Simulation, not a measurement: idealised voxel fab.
The document below concerns the process module designated voxel capacitor over wiring.
Shown is cross-section cut, with a width of 215 nm and square cells of size 5 nm.
Cross-section layout: square cells on a grid; listed as bands, top to bottom; a band spans one or more cell rows.
Heads up on the band format: heights come first, top then bottom, in nm. After that it's the materials left to right, each with its width in nm. A single material flagged "edge to edge" fills the whole band edge to edge, and "empty" means there's empty space there.
Counting heights begins at 0, where everything beneath is, in the wafer as received, one material. The lowest band has no bottom; it goes on downwards, as "0 -> down" shows.
Quick explanation for "30->40": the width changes in equal steps down the rows of cells, from the first number in the band's top row to the second number in its bottom row.
"remained unchanged" means the step left every cell of the cross-section as it was.
"Closed void listing" means: voids of 8 cells or more that are shut off from the top with no open way through. Written width x height at distance, distance from the left edge, in nm.
after a step's settings: what the simulator itself notes on the step
overlay nm: where the mask lay relative to plan, measured to the right, on steps with a mask; negatives go left.

The steps planned for the process are as follows
1,op RECEIVE | material Si
2,op CONFORMAL_DEP | material SiO2 | thk nm 10
3,op CONFORMAL_DEP | material SiN | thk nm 5
4,op DIRECTIONAL_DEP | material lowk | thk nm 15
5,op MASKED_ETCH | tone open | mask id METAL_1 | width nm 30 | pitch nm 100 | etch materials lowk | depth nm 15 | overlay nm 0
6,op MASKED_ETCH | tone open | mask id METAL_1 | width nm 30 | pitch nm 100 | etch materials SiN | depth nm 5 | overlay nm 0
7,op CONFORMAL_DEP | material TiN | thk nm 5
8,op FILL_DEP | material Cu | thk nm 10
9,op CMP | height nm 30
10,op CONFORMAL_DEP | material SiCN | thk nm 5
11,op DIRECTIONAL_DEP | material SiO2 | thk nm 15
12,op DIRECTIONAL_DEP | material aC | thk nm 15
13,op PATTERN | tone open | mask id PLUG_1 | material resist | width nm 15 | thk nm 30 | overlay nm 0
14,op DIRECTIONAL_ETCH | etch materials aC | depth nm 15
15,op STRIP | etch materials resist
16,op DIRECTIONAL_ETCH | etch materials SiO2 | depth nm 15
17,op DIRECTIONAL_ETCH | etch materials SiCN | depth nm 5
18,op STRIP | etch materials aC
19,op CONFORMAL_DEP | material TiN | thk nm 5
20,op FILL_DEP | material Cu | thk nm 5
21,op CMP | height nm 50
22,op DIRECTIONAL_DEP | material TiN | thk nm 10
23,op DIRECTIONAL_DEP | material HfO2 | thk nm 5
24,op DIRECTIONAL_DEP | material TiN | thk nm 5
25,op DIRECTIONAL_DEP | material aC | thk nm 10
26,op PATTERN | tone cover | mask id UPPER_PLATE | material resist | width nm 75 | thk nm 30 | overlay nm 0
27,op DIRECTIONAL_ETCH | etch materials aC | depth nm 10
28,op STRIP | etch materials resist
29,op DIRECTIONAL_ETCH | etch materials TiN | depth nm 5
30,op DIRECTIONAL_ETCH | etch materials HfO2 | depth nm 5
31,op STRIP | etch materials aC
32,op DIRECTIONAL_DEP | material aC | thk nm 10
33,op PATTERN | tone cover | mask id LOWER_PLATE | material resist | width nm 85 | thk nm 25 | overlay nm 0
34,op DIRECTIONAL_ETCH | etch materials aC | depth nm 10
35,op STRIP | etch materials resist
36,op DIRECTIONAL_ETCH | etch materials TiN | depth nm 10
37,op STRIP | etch materials aC
38,op FILL_DEP | material SiO2 | thk nm 15
39,op CMP | height nm 80
40,op PATTERN | tone open | mask id PLUG_2 | material resist | width nm 15 | thk nm 15 | overlay nm 0
41,op DIRECTIONAL_ETCH | etch materials SiO2 | depth nm 10
42,op STRIP | etch materials resist
43,op CONFORMAL_DEP | material TiN | thk nm 5
44,op FILL_DEP | material W | thk nm 10
45,op CMP | height nm 80
46,op CONFORMAL_DEP | material SiCN | thk nm 5

The first wafer of two, processed as planned

Delivered wafer in cross-section: state after step 1
- 0 -> down | Si edge to edge
- Closed void listing: none

Wafer section view after processing step 2
- 10 -> 0 | SiO2 edge to edge
- Heights below 0 show no change.

Wafer section view after processing step 3
- 15 -> 10 | SiN edge to edge
- Heights below 10 show no change.

Wafer section view after processing step 4
- 30 -> 15 | lowk edge to edge
- Heights below 15 show no change.

Wafer section view after processing step 5
- 30 -> 15 | lowk 40, then empty 30, then lowk 70, then empty 30, then lowk 45
- Heights below 15 show no change.

Wafer section view after processing step 6
- 30 -> 15 | lowk 40, then empty 30, then lowk 70, then empty 30, then lowk 45
- 15 -> 10 | SiN 40, then empty 30, then SiN 70, then empty 30, then SiN 45
- Heights below 10 show no change.

Wafer section view after processing step 7
- 35 -> 30 | TiN 45, then empty 20, then TiN 80, then empty 20, then TiN 50
- 30 -> 15 | lowk 40, then TiN 5, then empty 20, then TiN 5, then lowk 70, then TiN 5, then empty 20, then TiN 5, then lowk 45
- 15 -> 10 | SiN 40, then TiN 30, then SiN 70, then TiN 30, then SiN 45
- Heights below 10 show no change.

Wafer section view after processing step 8
- 45 -> 35 | Cu edge to edge
- 35 -> 30 | TiN 45, then Cu 20, then TiN 80, then Cu 20, then TiN 50
- 30 -> 15 | lowk 40, then TiN 5, then Cu 20, then TiN 5, then lowk 70, then TiN 5, then Cu 20, then TiN 5, then lowk 45
- Heights below 15 show no change.

Wafer section view after processing step 9
- 30 -> 15 | lowk 40, then TiN 5, then Cu 20, then TiN 5, then lowk 70, then TiN 5, then Cu 20, then TiN 5, then lowk 45
- Heights below 15 show no change.

Wafer section view after processing step 10
- 35 -> 30 | SiCN edge to edge
- Heights below 30 show no change.

Wafer section view after processing step 11
- 50 -> 35 | SiO2 edge to edge
- Heights below 35 show no change.

Wafer section view after processing step 12
- 65 -> 50 | aC edge to edge
- Heights below 50 show no change.

Wafer section view after processing step 13
- 95 -> 65 | resist 55, then empty 15, then resist 145
- Heights below 65 show no change.

Wafer section view after processing step 14
- 80 -> 65 | resist 55, then empty 15, then resist 145
- 65 -> 50 | aC 55, then empty 15, then aC 145
- Heights below 50 show no change.

Wafer section view after processing step 15
- 65 -> 50 | aC 55, then empty 15, then aC 145
- Heights below 50 show no change.

Wafer section view after processing step 16
- 65 -> 50 | aC 55, then empty 15, then aC 145
- 50 -> 35 | SiO2 55, then empty 15, then SiO2 145
- Heights below 35 show no change.

Wafer section view after processing step 17
- 65 -> 50 | aC 55, then empty 15, then aC 145
- 50 -> 35 | SiO2 55, then empty 15, then SiO2 145
- 35 -> 30 | SiCN 55, then empty 15, then SiCN 145
- Heights below 30 show no change.

Wafer section view after processing step 18
- 50 -> 35 | SiO2 55, then empty 15, then SiO2 145
- Heights below 35 show no change.

Wafer section view after processing step 19
- 55 -> 50 | TiN 60, then empty 5, then TiN 150
- 50 -> 35 | SiO2 55, then TiN 5, then empty 5, then TiN 5, then SiO2 145
- 35 -> 30 | SiCN 55, then TiN 15, then SiCN 145
- Heights below 30 show no change.

Wafer section view after processing step 20
- 60 -> 55 | Cu edge to edge
- 55 -> 50 | TiN 60, then Cu 5, then TiN 150
- 50 -> 35 | SiO2 55, then TiN 5, then Cu 5, then TiN 5, then SiO2 145
- Heights below 35 show no change.

Wafer section view after processing step 21
- 50 -> 35 | SiO2 55, then TiN 5, then Cu 5, then TiN 5, then SiO2 145
- Heights below 35 show no change.

Wafer section view after processing step 22
- 60 -> 50 | TiN edge to edge
- Heights below 50 show no change.

Wafer section view after processing step 23
- 65 -> 60 | HfO2 edge to edge
- Heights below 60 show no change.

Wafer section view after processing step 24
- 70 -> 65 | TiN edge to edge
- Heights below 65 show no change.

Wafer section view after processing step 25
- 80 -> 70 | aC edge to edge
- Heights below 70 show no change.

Wafer section view after processing step 26
- 110 -> 80 | empty 55, then resist 75, then empty 85
- Heights below 80 show no change.

Wafer section view after processing step 27
- 100 -> 80 | empty 55, then resist 75, then empty 85
- 80 -> 70 | empty 55, then aC 75, then empty 85
- Heights below 70 show no change.

Wafer section view after processing step 28
- 80 -> 70 | empty 55, then aC 75, then empty 85
- Heights below 70 show no change.

Wafer section view after processing step 29
- 80 -> 70 | empty 55, then aC 75, then empty 85
- 70 -> 65 | empty 55, then TiN 75, then empty 85
- Heights below 65 show no change.

Wafer section view after processing step 30
- 80 -> 70 | empty 55, then aC 75, then empty 85
- 70 -> 65 | empty 55, then TiN 75, then empty 85
- 65 -> 60 | empty 55, then HfO2 75, then empty 85
- Heights below 60 show no change.

Wafer section view after processing step 31
- 70 -> 65 | empty 55, then TiN 75, then empty 85
- Heights below 65 show no change.

Wafer section view after processing step 32
- 80 -> 70 | empty 55, then aC 75, then empty 85
- 70 -> 65 | aC 55, then TiN 75, then aC 85
- 65 -> 60 | aC 55, then HfO2 75, then aC 85
- Heights below 60 show no change.

Wafer section view after processing step 33
- 105 -> 80 | empty 50, then resist 85, then empty 80
- 80 -> 70 | empty 50, then resist 5, then aC 75, then resist 5, then empty 80
- Heights below 70 show no change.

Wafer section view after processing step 34
- 95 -> 80 | empty 50, then resist 85, then empty 80
- 80 -> 70 | empty 50, then resist 5, then aC 75, then resist 5, then empty 80
- 70 -> 65 | empty 50, then aC 5, then TiN 75, then aC 5, then empty 80
- 65 -> 60 | empty 50, then aC 5, then HfO2 75, then aC 5, then empty 80
- Heights below 60 show no change.

Wafer section view after processing step 35
- 80 -> 70 | empty 55, then aC 75, then empty 85
- Heights below 70 show no change.

Wafer section view after processing step 36
- 80 -> 70 | empty 55, then aC 75, then empty 85
- 70 -> 65 | empty 50, then aC 5, then TiN 75, then aC 5, then empty 80
- 65 -> 60 | empty 50, then aC 5, then HfO2 75, then aC 5, then empty 80
- 60 -> 50 | empty 50, then TiN 85, then empty 80
- Heights below 50 show no change.

Wafer section view after processing step 37
- 70 -> 65 | empty 55, then TiN 75, then empty 85
- 65 -> 60 | empty 55, then HfO2 75, then empty 85
- Heights below 60 show no change.

Wafer section view after processing step 38
- 85 -> 70 | SiO2 edge to edge
- 70 -> 65 | SiO2 55, then TiN 75, then SiO2 85
- 65 -> 60 | SiO2 55, then HfO2 75, then SiO2 85
- 60 -> 50 | SiO2 50, then TiN 85, then SiO2 80
- Heights below 50 show no change.

Wafer section view after processing step 39
- 80 -> 70 | SiO2 edge to edge
- Heights below 70 show no change.

Wafer section view after processing step 40
- 95 -> 80 | resist 65, then empty 15, then resist 135
- Heights below 80 show no change.

Wafer section view after processing step 41
- 95 -> 80 | resist 65, then empty 15, then resist 135
- 80 -> 70 | SiO2 65, then empty 15, then SiO2 135
- Heights below 70 show no change.

Wafer section view after processing step 42
- 80 -> 70 | SiO2 65, then empty 15, then SiO2 135
- Heights below 70 show no change.

Wafer section view after processing step 43
- 85 -> 80 | TiN 70, then empty 5, then TiN 140
- 80 -> 75 | SiO2 65, then TiN 5, then empty 5, then TiN 5, then SiO2 135
- 75 -> 65 | SiO2 65->55, then TiN 15->75, then SiO2 135->85
- Heights below 65 show no change.

Wafer section view after processing step 44
- 95 -> 85 | W edge to edge
- 85 -> 80 | TiN 70, then W 5, then TiN 140
- 80 -> 75 | SiO2 65, then TiN 5, then W 5, then TiN 5, then SiO2 135
- Heights below 75 show no change.

Wafer section view after processing step 45
- 80 -> 75 | SiO2 65, then TiN 5, then W 5, then TiN 5, then SiO2 135
- Heights below 75 show no change.

Wafer section view after processing step 46
- 85 -> 80 | SiCN edge to edge
- Heights below 80 show no change.

Second wafer: same start and same plan as the first, one execution error; identical to the first through step 22

Cross-sectional view of the second wafer at the intended end time of process step 23
- 65 -> 60 | SiN edge to edge
- Heights below 60 show no change.

Cross-sectional view of the second wafer at the intended end time of process step 24
- 70 -> 65 | TiN edge to edge
- Heights below 65 show no change.

Cross-sectional view of the second wafer at the intended end time of process step 25
- 80 -> 70 | aC edge to edge
- Heights below 70 show no change.

Cross-sectional view of the second wafer at the intended end time of process step 26
- 110 -> 80 | empty 55, then resist 75, then empty 85
- Heights below 80 show no change.

Cross-sectional view of the second wafer at the intended end time of process step 27
- 100 -> 80 | empty 55, then resist 75, then empty 85
- 80 -> 70 | empty 55, then aC 75, then empty 85
- Heights below 70 show no change.

Cross-sectional view of the second wafer at the intended end time of process step 28
- 80 -> 70 | empty 55, then aC 75, then empty 85
- Heights below 70 show no change.

Cross-sectional view of the second wafer at the intended end time of process step 29
- 80 -> 70 | empty 55, then aC 75, then empty 85
- 70 -> 65 | empty 55, then TiN 75, then empty 85
- Heights below 65 show no change.

Cross-sectional view of the second wafer at the intended end time of process step 30: remained unchanged

Cross-sectional view of the second wafer at the intended end time of process step 31
- 70 -> 65 | empty 55, then TiN 75, then empty 85
- Heights below 65 show no change.

Cross-sectional view of the second wafer at the intended end time of process step 32
- 80 -> 75 | empty 55, then aC 75, then empty 85
- 75 -> 70 | aC edge to edge
- 70 -> 65 | aC 55, then TiN 75, then aC 85
- Heights below 65 show no change.

Cross-sectional view of the second wafer at the intended end time of process step 33
- 105 -> 80 | empty 50, then resist 85, then empty 80
- 80 -> 75 | empty 50, then resist 5, then aC 75, then resist 5, then empty 80
- Heights below 75 show no change.

Cross-sectional view of the second wafer at the intended end time of process step 34
- 95 -> 80 | empty 50, then resist 85, then empty 80
- 80 -> 75 | empty 50, then resist 5, then aC 75, then resist 5, then empty 80
- 75 -> 70 | empty 50, then aC 85, then empty 80
- 70 -> 65 | empty 50, then aC 5, then TiN 75, then aC 5, then empty 80
- Heights below 65 show no change.

Cross-sectional view of the second wafer at the intended end time of process step 35
- 80 -> 70 | empty 55->50, then aC 75->85, then empty 85->80
- Heights below 70 show no change.

Cross-sectional view of the second wafer at the intended end time of process step 36: remained unchanged

Cross-sectional view of the second wafer at the intended end time of process step 37
- 70 -> 65 | empty 55, then TiN 75, then empty 85
- Heights below 65 show no change.

Cross-sectional view of the second wafer at the intended end time of process step 38
- 85 -> 70 | SiO2 edge to edge
- 70 -> 65 | SiO2 55, then TiN 75, then SiO2 85
- Heights below 65 show no change.

Cross-sectional view of the second wafer at the intended end time of process step 39
- 80 -> 70 | SiO2 edge to edge
- Heights below 70 show no change.

Cross-sectional view of the second wafer at the intended end time of process step 40
- 95 -> 80 | resist 65, then empty 15, then resist 135
- Heights below 80 show no change.

Cross-sectional view of the second wafer at the intended end time of process step 41
- 95 -> 80 | resist 65, then empty 15, then resist 135
- 80 -> 70 | SiO2 65, then empty 15, then SiO2 135
- Heights below 70 show no change.

Cross-sectional view of the second wafer at the intended end time of process step 42
- 80 -> 70 | SiO2 65, then empty 15, then SiO2 135
- Heights below 70 show no change.

Cross-sectional view of the second wafer at the intended end time of process step 43
- 85 -> 80 | TiN 70, then empty 5, then TiN 140
- 80 -> 75 | SiO2 65, then TiN 5, then empty 5, then TiN 5, then SiO2 135
- 75 -> 65 | SiO2 65->55, then TiN 15->75, then SiO2 135->85
- Heights below 65 show no change.

Cross-sectional view of the second wafer at the intended end time of process step 44
- 95 -> 85 | W edge to edge
- 85 -> 80 | TiN 70, then W 5, then TiN 140
- 80 -> 75 | SiO2 65, then TiN 5, then W 5, then TiN 5, then SiO2 135
- Heights below 75 show no change.

Cross-sectional view of the second wafer at the intended end time of process step 45
- 80 -> 75 | SiO2 65, then TiN 5, then W 5, then TiN 5, then SiO2 135
- Heights below 75 show no change.

Cross-sectional view of the second wafer at the intended end time of process step 46
- 85 -> 80 | SiCN edge to edge
- Heights below 80 show no change.
So what did we get wrong on this run? note that step 23 departed from the planned setting and was carried out as op DIRECTIONAL_DEP | material SiN | thk nm 5
Once processing is complete, comparing cell counts shows that the second wafer has more or fewer of certain materials than the first: 15 fewer of HfO2, 43 more of SiN, 80 fewer of SiO2, 52 more of TiN
